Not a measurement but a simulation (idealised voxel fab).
The process module that follows is named voxel gate over fins.
For reference, the cross-section in this document is cut, with width 240 nm and square cells of 5 nm.
Format of a cross-section: grid, square cells. Given as bands. Order: top down. Band: one or more rows of cells.
The band entry comprises the height of the band's top followed by the height of its bottom, expressed in nm, and subsequently the band's materials from left to right, each stated together with its width in nm. Where a single material is marked with the word "edge to edge", that material fills the band from edge to edge. The word "blank" represents empty space.
It should be noted that heights are counted from 0, beneath which the wafer as supplied is of one material throughout, and that the lowest band possesses no lower boundary but continues downward, as written in "from 0 down".
When a width is written as two numbers, as in "30..40", the first number is the width in the top row of cells of the band and the second is the width in its bottom row, and the width changes by the same amount from each row to the next.
It should be understood that the words "nothing changed", when stated for a given step, signify that the cross-section underwent no change in any of its cells during that step.
"Closed-off voids" lists enclosed empty spaces (at least 8 cells, no open path upward to the top), each as width x height at distance from the left edge, in nm.
The remark found on a step's line after its settings is issued by the simulator itself and pertains to that step.
"overlay nm" on a masked step: distance the mask lay right of its planned place, negative for left.
# Process steps foreseen in the plan
- 1: op RECEIVE | material Si
- 2: op CONFORMAL_DEP | material SiN | thk nm 5
- 3: op PATTERN | tone cover | mask id FINS | material resist | width nm 15 | pitch nm 60 | thk nm 20 | overlay nm 0
- 4: op DIRECTIONAL_ETCH | etch materials SiN | depth nm 5
- 5: op DIRECTIONAL_ETCH | etch materials Si | depth nm 35
- 6: op STRIP | etch materials resist
- 7: op OXIDIZE | depth nm 5
- 8: op FILL_DEP | material SiO2 | thk nm 15
- 9: op CMP | height nm 5
- 10: op MASKED_ETCH | tone open | mask id RAIL | width nm 15 | etch materials SiO2 | depth nm 35 | overlay nm 0
- 11: op CONFORMAL_DEP | material TiN | thk nm 5
- 12: op FILL_DEP | material W | thk nm 5
- 13: op CMP | height nm 5
- 14: op SELECTIVE_ETCH | etch materials W Ru TiN | depth nm 30
- 15: op FILL_DEP | material SiO2 | thk nm 5
- 16: op CMP | height nm 5
- 17: op SELECTIVE_ETCH | etch materials SiO2 | depth nm 20
- 18: op STRIP | etch materials SiN
- 19: op CONFORMAL_DEP | material HfO2 | thk nm 5
- 20: op CONFORMAL_DEP | material TiN | thk nm 5
- 21: op CONFORMAL_DEP | material TiAl | thk nm 5
- 22: op CONFORMAL_DEP | material TiN | thk nm 5
- 23: op FILL_DEP | material W | thk nm 15
- 24: op CMP | height nm 30
- 25: op CONFORMAL_DEP | material SiCN | thk nm 5
# What follows covers the first of two wafers; it ran as planned
# Cross-section, incoming material, after step 1
	from 0 down | Si edge to edge
	Closed-off voids: none
# Cross-sectional representation of the wafer at the conclusion of step 2
	from 5 to 0 | SiN edge to edge
	Below 0, no change.
# Cross-sectional representation of the wafer at the conclusion of step 3
	from 25 to 5 | blank: 80, resist: 15, blank: 45, resist: 15, blank: 85
	Below 5, no change.
# Cross-sectional representation of the wafer at the conclusion of step 4
	from 25 to 5 | blank: 80, resist: 15, blank: 45, resist: 15, blank: 85
	from 5 to 0 | blank: 80, SiN: 15, blank: 45, SiN: 15, blank: 85
	Below 0, no change.
# Cross-sectional representation of the wafer at the conclusion of step 5
	from 25 to 5 | blank: 80, resist: 15, blank: 45, resist: 15, blank: 85
	from 5 to 0 | blank: 80, SiN: 15, blank: 45, SiN: 15, blank: 85
	from 0 to -35 | blank: 80, Si: 15, blank: 45, Si: 15, blank: 85
	Below -35, no change.
# Cross-sectional representation of the wafer at the conclusion of step 6
	from 5 to 0 | blank: 80, SiN: 15, blank: 45, SiN: 15, blank: 85
	Below 0, no change.
# Cross-sectional representation of the wafer at the conclusion of step 7
	from 5 to 0 | blank: 80, SiN: 15, blank: 45, SiN: 15, blank: 85
	from 0 to -35 | blank: 80, SiO2: 5, Si: 5, SiO2: 5, blank: 45, SiO2: 5, Si: 5, SiO2: 5, blank: 85
	from -35 to -40 | SiO2: 85, Si: 5, SiO2: 55, Si: 5, SiO2: 90
	Below -40, no change.
# Cross-sectional representation of the wafer at the conclusion of step 8
	from 20 to 5 | SiO2 edge to edge
	from 5 to 0 | SiO2: 80, SiN: 15, SiO2: 45, SiN: 15, SiO2: 85
	from 0 to -40 | SiO2: 85, Si: 5, SiO2: 55, Si: 5, SiO2: 90
	Below -40, no change.
# Cross-sectional representation of the wafer at the conclusion of step 9
	from 5 to 0 | SiO2: 80, SiN: 15, SiO2: 45, SiN: 15, SiO2: 85
	Below 0, no change.
# Cross-sectional representation of the wafer at the conclusion of step 10
	from 5 to 0 | SiO2: 80, SiN: 15, SiO2: 15, blank: 15, SiO2: 15, SiN: 15, SiO2: 85
	from 0 to -30 | SiO2: 85, Si: 5, SiO2: 20, blank: 15, SiO2: 20, Si: 5, SiO2: 90
	Below -30, no change.
# Cross-sectional representation of the wafer at the conclusion of step 11
	from 10 to 5 | TiN: 115, blank: 5, TiN: 120
	from 5 to 0 | SiO2: 80, SiN: 15, SiO2: 15, TiN: 5, blank: 5, TiN: 5, SiO2: 15, SiN: 15, SiO2: 85
	from 0 to -25 | SiO2: 85, Si: 5, SiO2: 20, TiN: 5, blank: 5, TiN: 5, SiO2: 20, Si: 5, SiO2: 90
	from -25 to -30 | SiO2: 85, Si: 5, SiO2: 20, TiN: 15, SiO2: 20, Si: 5, SiO2: 90
	Below -30, no change.
# Cross-sectional representation of the wafer at the conclusion of step 12
	from 15 to 10 | W edge to edge
	from 10 to 5 | TiN: 115, W: 5, TiN: 120
	from 5 to 0 | SiO2: 80, SiN: 15, SiO2: 15, TiN: 5, W: 5, TiN: 5, SiO2: 15, SiN: 15, SiO2: 85
	from 0 to -25 | SiO2: 85, Si: 5, SiO2: 20, TiN: 5, W: 5, TiN: 5, SiO2: 20, Si: 5, SiO2: 90
	Below -25, no change.
# Cross-sectional representation of the wafer at the conclusion of step 13
	from 5 to 0 | SiO2: 80, SiN: 15, SiO2: 15, TiN: 5, W: 5, TiN: 5, SiO2: 15, SiN: 15, SiO2: 85
	Below 0, no change.
# Cross-sectional representation of the wafer at the conclusion of step 14
	from 5 to 0 | SiO2: 80, SiN: 15, SiO2: 15, blank: 15, SiO2: 15, SiN: 15, SiO2: 85
	from 0 to -25 | SiO2: 85, Si: 5, SiO2: 20, blank: 15, SiO2: 20, Si: 5, SiO2: 90
	Below -25, no change.
# Cross-sectional representation of the wafer at the conclusion of step 15
	from 10 to 5 | SiO2 edge to edge
	from 5 to 0 | SiO2: 80, SiN: 15, SiO2: 45, SiN: 15, SiO2: 85
	from 0 to -25 | SiO2: 85, Si: 5, SiO2: 55, Si: 5, SiO2: 90
	Below -25, no change.
# Cross-sectional representation of the wafer at the conclusion of step 16
	from 5 to 0 | SiO2: 80, SiN: 15, SiO2: 45, SiN: 15, SiO2: 85
	Below 0, no change.
# Cross-sectional representation of the wafer at the conclusion of step 17
	from 5 to 0 | blank: 80, SiN: 15, blank: 45, SiN: 15, blank: 85
	from 0 to -15 | blank: 85, Si: 5, blank: 55, Si: 5, blank: 90
	Below -15, no change.
# Cross-sectional representation of the wafer at the conclusion of step 18
	from 0 to -15 | blank: 85, Si: 5, blank: 55, Si: 5, blank: 90
	Below -15, no change.
# Cross-sectional representation of the wafer at the conclusion of step 19
	from 5 to 0 | blank: 80, HfO2: 15, blank: 45, HfO2: 15, blank: 85
	from 0 to -10 | blank: 80, HfO2: 5, Si: 5, HfO2: 5, blank: 45, HfO2: 5, Si: 5, HfO2: 5, blank: 85
	from -10 to -15 | HfO2: 85, Si: 5, HfO2: 55, Si: 5, HfO2: 90
	Below -15, no change.
# Cross-sectional representation of the wafer at the conclusion of step 20
	from 10 to 5 | blank: 75, TiN: 25, blank: 35, TiN: 25, blank: 80
	from 5 to 0 | blank: 75, TiN: 5, HfO2: 15, TiN: 5, blank: 35, TiN: 5, HfO2: 15, TiN: 5, blank: 80
	from 0 to -5 | blank: 75, TiN: 5, HfO2: 5, Si: 5, HfO2: 5, TiN: 5, blank: 35, TiN: 5, HfO2: 5, Si: 5, HfO2: 5, TiN: 5, blank: 80
	from -5 to -10 | TiN: 80, HfO2: 5, Si: 5, HfO2: 5, TiN: 45, HfO2: 5, Si: 5, HfO2: 5, TiN: 85
	Below -10, no change.
# Cross-sectional representation of the wafer at the conclusion of step 21
	from 15 to 10 | blank: 70, TiAl: 35, blank: 25, TiAl: 35, blank: 75
	from 10 to 5 | blank: 70, TiAl: 5, TiN: 25, TiAl: 5, blank: 25, TiAl: 5, TiN: 25, TiAl: 5, blank: 75
	from 5 to 0 | blank: 70, TiAl: 5, TiN: 5, HfO2: 15, TiN: 5, TiAl: 5, blank: 25, TiAl: 5, TiN: 5, HfO2: 15, TiN: 5, TiAl: 5, blank: 75
	from 0 to -5 | TiAl: 75, TiN: 5, HfO2: 5, Si: 5, HfO2: 5, TiN: 5, TiAl: 35, TiN: 5, HfO2: 5, Si: 5, HfO2: 5, TiN: 5, TiAl: 80
	Below -5, no change.
# Cross-sectional representation of the wafer at the conclusion of step 22
	from 20 to 15 | blank: 65, TiN: 45, blank: 15, TiN: 45, blank: 70
	from 15 to 10 | blank: 65, TiN: 5, TiAl: 35, TiN: 5, blank: 15, TiN: 5, TiAl: 35, TiN: 5, blank: 70
	from 10 to 5 | blank: 65, TiN: 5, TiAl: 5, TiN: 25, TiAl: 5, TiN: 5, blank: 15, TiN: 5, TiAl: 5, TiN: 25, TiAl: 5, TiN: 5, blank: 70
	from 5 to 0 | TiN: 70, TiAl: 5, TiN: 5, HfO2: 15, TiN: 5, TiAl: 5, TiN: 25, TiAl: 5, TiN: 5, HfO2: 15, TiN: 5, TiAl: 5, TiN: 75
	Below 0, no change.
# Cross-sectional representation of the wafer at the conclusion of step 23
	from 35 to 20 | W edge to edge
	from 20 to 15 | W: 65, TiN: 45, W: 15, TiN: 45, W: 70
	from 15 to 10 | W: 65, TiN: 5, TiAl: 35, TiN: 5, W: 15, TiN: 5, TiAl: 35, TiN: 5, W: 70
	from 10 to 5 | W: 65, TiN: 5, TiAl: 5, TiN: 25, TiAl: 5, TiN: 5, W: 15, TiN: 5, TiAl: 5, TiN: 25, TiAl: 5, TiN: 5, W: 70
	Below 5, no change.
# Cross-sectional representation of the wafer at the conclusion of step 24
	from 30 to 20 | W edge to edge
	Below 20, no change.
# Cross-sectional representation of the wafer at the conclusion of step 25
	from 35 to 30 | SiCN edge to edge
	Below 30, no change.
# Second of two: same start, same plan, one run error; steps up to and including 2 match the first
# Cross-section: second wafer, time at which step 3 was scheduled to end
	from 25 to 5 | blank: 85, resist: 15, blank: 45, resist: 15, blank: 80
	Below 5, no change.
# Cross-section: second wafer, time at which step 4 was scheduled to end
	from 25 to 5 | blank: 85, resist: 15, blank: 45, resist: 15, blank: 80
	from 5 to 0 | blank: 85, SiN: 15, blank: 45, SiN: 15, blank: 80
	Below 0, no change.
# Cross-section: second wafer, time at which step 5 was scheduled to end
	from 25 to 5 | blank: 85, resist: 15, blank: 45, resist: 15, blank: 80
	from 5 to 0 | blank: 85, SiN: 15, blank: 45, SiN: 15, blank: 80
	from 0 to -35 | blank: 85, Si: 15, blank: 45, Si: 15, blank: 80
	Below -35, no change.
# Cross-section: second wafer, time at which step 6 was scheduled to end
	from 5 to 0 | blank: 85, SiN: 15, blank: 45, SiN: 15, blank: 80
	Below 0, no change.
# Cross-section: second wafer, time at which step 7 was scheduled to end
	from 5 to 0 | blank: 85, SiN: 15, blank: 45, SiN: 15, blank: 80
	from 0 to -35 | blank: 85, SiO2: 5, Si: 5, SiO2: 5, blank: 45, SiO2: 5, Si: 5, SiO2: 5, blank: 80
	from -35 to -40 | SiO2: 90, Si: 5, SiO2: 55, Si: 5, SiO2: 85
	Below -40, no change.
# Cross-section: second wafer, time at which step 8 was scheduled to end
	from 20 to 5 | SiO2 edge to edge
	from 5 to 0 | SiO2: 85, SiN: 15, SiO2: 45, SiN: 15, SiO2: 80
	from 0 to -40 | SiO2: 90, Si: 5, SiO2: 55, Si: 5, SiO2: 85
	Below -40, no change.
# Cross-section: second wafer, time at which step 9 was scheduled to end
	from 5 to 0 | SiO2: 85, SiN: 15, SiO2: 45, SiN: 15, SiO2: 80
	Below 0, no change.
# Cross-section: second wafer, time at which step 10 was scheduled to end
	from 5 to 0 | SiO2: 85, SiN: 15, SiO2: 10, blank: 15, SiO2: 20, SiN: 15, SiO2: 80
	from 0 to -30 | SiO2: 90, Si: 5, SiO2: 15, blank: 15, SiO2: 25, Si: 5, SiO2: 85
	Below -30, no change.
# Cross-section: second wafer, time at which step 11 was scheduled to end
	from 10 to 5 | TiN: 115, blank: 5, TiN: 120
	from 5 to 0 | SiO2: 85, SiN: 15, SiO2: 10, TiN: 5, blank: 5, TiN: 5, SiO2: 20, SiN: 15, SiO2: 80
	from 0 to -25 | SiO2: 90, Si: 5, SiO2: 15, TiN: 5, blank: 5, TiN: 5, SiO2: 25, Si: 5, SiO2: 85
	from -25 to -30 | SiO2: 90, Si: 5, SiO2: 15, TiN: 15, SiO2: 25, Si: 5, SiO2: 85
	Below -30, no change.
# Cross-section: second wafer, time at which step 12 was scheduled to end
	from 15 to 10 | W edge to edge
	from 10 to 5 | TiN: 115, W: 5, TiN: 120
	from 5 to 0 | SiO2: 85, SiN: 15, SiO2: 10, TiN: 5, W: 5, TiN: 5, SiO2: 20, SiN: 15, SiO2: 80
	from 0 to -25 | SiO2: 90, Si: 5, SiO2: 15, TiN: 5, W: 5, TiN: 5, SiO2: 25, Si: 5, SiO2: 85
	Below -25, no change.
# Cross-section: second wafer, time at which step 13 was scheduled to end
	from 5 to 0 | SiO2: 85, SiN: 15, SiO2: 10, TiN: 5, W: 5, TiN: 5, SiO2: 20, SiN: 15, SiO2: 80
	Below 0, no change.
# Cross-section: second wafer, time at which step 14 was scheduled to end
	from 5 to 0 | SiO2: 85, SiN: 15, SiO2: 10, blank: 15, SiO2: 20, SiN: 15, SiO2: 80
	from 0 to -25 | SiO2: 90, Si: 5, SiO2: 15, blank: 15, SiO2: 25, Si: 5, SiO2: 85
	Below -25, no change.
# Cross-section: second wafer, time at which step 15 was scheduled to end
	from 10 to 5 | SiO2 edge to edge
	from 5 to 0 | SiO2: 85, SiN: 15, SiO2: 45, SiN: 15, SiO2: 80
	from 0 to -25 | SiO2: 90, Si: 5, SiO2: 55, Si: 5, SiO2: 85
	Below -25, no change.
# Cross-section: second wafer, time at which step 16 was scheduled to end
	from 5 to 0 | SiO2: 85, SiN: 15, SiO2: 45, SiN: 15, SiO2: 80
	Below 0, no change.
# Cross-section: second wafer, time at which step 17 was scheduled to end
	from 5 to 0 | blank: 85, SiN: 15, blank: 45, SiN: 15, blank: 80
	from 0 to -15 | blank: 90, Si: 5, blank: 55, Si: 5, blank: 85
	Below -15, no change.
# Cross-section: second wafer, time at which step 18 was scheduled to end
	from 0 to -15 | blank: 90, Si: 5, blank: 55, Si: 5, blank: 85
	Below -15, no change.
# Cross-section: second wafer, time at which step 19 was scheduled to end
	from 5 to 0 | blank: 85, HfO2: 15, blank: 45, HfO2: 15, blank: 80
	from 0 to -10 | blank: 85, HfO2: 5, Si: 5, HfO2: 5, blank: 45, HfO2: 5, Si: 5, HfO2: 5, blank: 80
	from -10 to -15 | HfO2: 90, Si: 5, HfO2: 55, Si: 5, HfO2: 85
	Below -15, no change.
# Cross-section: second wafer, time at which step 20 was scheduled to end
	from 10 to 5 | blank: 80, TiN: 25, blank: 35, TiN: 25, blank: 75
	from 5 to 0 | blank: 80, TiN: 5, HfO2: 15, TiN: 5, blank: 35, TiN: 5, HfO2: 15, TiN: 5, blank: 75
	from 0 to -5 | blank: 80, TiN: 5, HfO2: 5, Si: 5, HfO2: 5, TiN: 5, blank: 35, TiN: 5, HfO2: 5, Si: 5, HfO2: 5, TiN: 5, blank: 75
	from -5 to -10 | TiN: 85, HfO2: 5, Si: 5, HfO2: 5, TiN: 45, HfO2: 5, Si: 5, HfO2: 5, TiN: 80
	Below -10, no change.
# Cross-section: second wafer, time at which step 21 was scheduled to end
	from 15 to 10 | blank: 75, TiAl: 35, blank: 25, TiAl: 35, blank: 70
	from 10 to 5 | blank: 75, TiAl: 5, TiN: 25, TiAl: 5, blank: 25, TiAl: 5, TiN: 25, TiAl: 5, blank: 70
	from 5 to 0 | blank: 75, TiAl: 5, TiN: 5, HfO2: 15, TiN: 5, TiAl: 5, blank: 25, TiAl: 5, TiN: 5, HfO2: 15, TiN: 5, TiAl: 5, blank: 70
	from 0 to -5 | TiAl: 80, TiN: 5, HfO2: 5, Si: 5, HfO2: 5, TiN: 5, TiAl: 35, TiN: 5, HfO2: 5, Si: 5, HfO2: 5, TiN: 5, TiAl: 75
	Below -5, no change.
# Cross-section: second wafer, time at which step 22 was scheduled to end
	from 20 to 15 | blank: 70, TiN: 45, blank: 15, TiN: 45, blank: 65
	from 15 to 10 | blank: 70, TiN: 5, TiAl: 35, TiN: 5, blank: 15, TiN: 5, TiAl: 35, TiN: 5, blank: 65
	from 10 to 5 | blank: 70, TiN: 5, TiAl: 5, TiN: 25, TiAl: 5, TiN: 5, blank: 15, TiN: 5, TiAl: 5, TiN: 25, TiAl: 5, TiN: 5, blank: 65
	from 5 to 0 | TiN: 75, TiAl: 5, TiN: 5, HfO2: 15, TiN: 5, TiAl: 5, TiN: 25, TiAl: 5, TiN: 5, HfO2: 15, TiN: 5, TiAl: 5, TiN: 70
	Below 0, no change.
# Cross-section: second wafer, time at which step 23 was scheduled to end
	from 35 to 20 | W edge to edge
	from 20 to 15 | W: 70, TiN: 45, W: 15, TiN: 45, W: 65
	from 15 to 10 | W: 70, TiN: 5, TiAl: 35, TiN: 5, W: 15, TiN: 5, TiAl: 35, TiN: 5, W: 65
	from 10 to 5 | W: 70, TiN: 5, TiAl: 5, TiN: 25, TiAl: 5, TiN: 5, W: 15, TiN: 5, TiAl: 5, TiN: 25, TiAl: 5, TiN: 5, W: 65
	Below 5, no change.
# Cross-section: second wafer, time at which step 24 was scheduled to end
	from 30 to 20 | W edge to edge
	Below 20, no change.
# Cross-section: second wafer, time at which step 25 was scheduled to end
	from 35 to 30 | SiCN edge to edge
	Below 30, no change.
Run error: it should be noted that step 3 was executed with settings other than those planned, the operation and settings actually applied being op PATTERN | tone cover | mask id FINS | material resist | width nm 15 | pitch nm 60 | thk nm 20 | overlay nm 5
Cell counts per material: same on both final wafers. Positions: different.
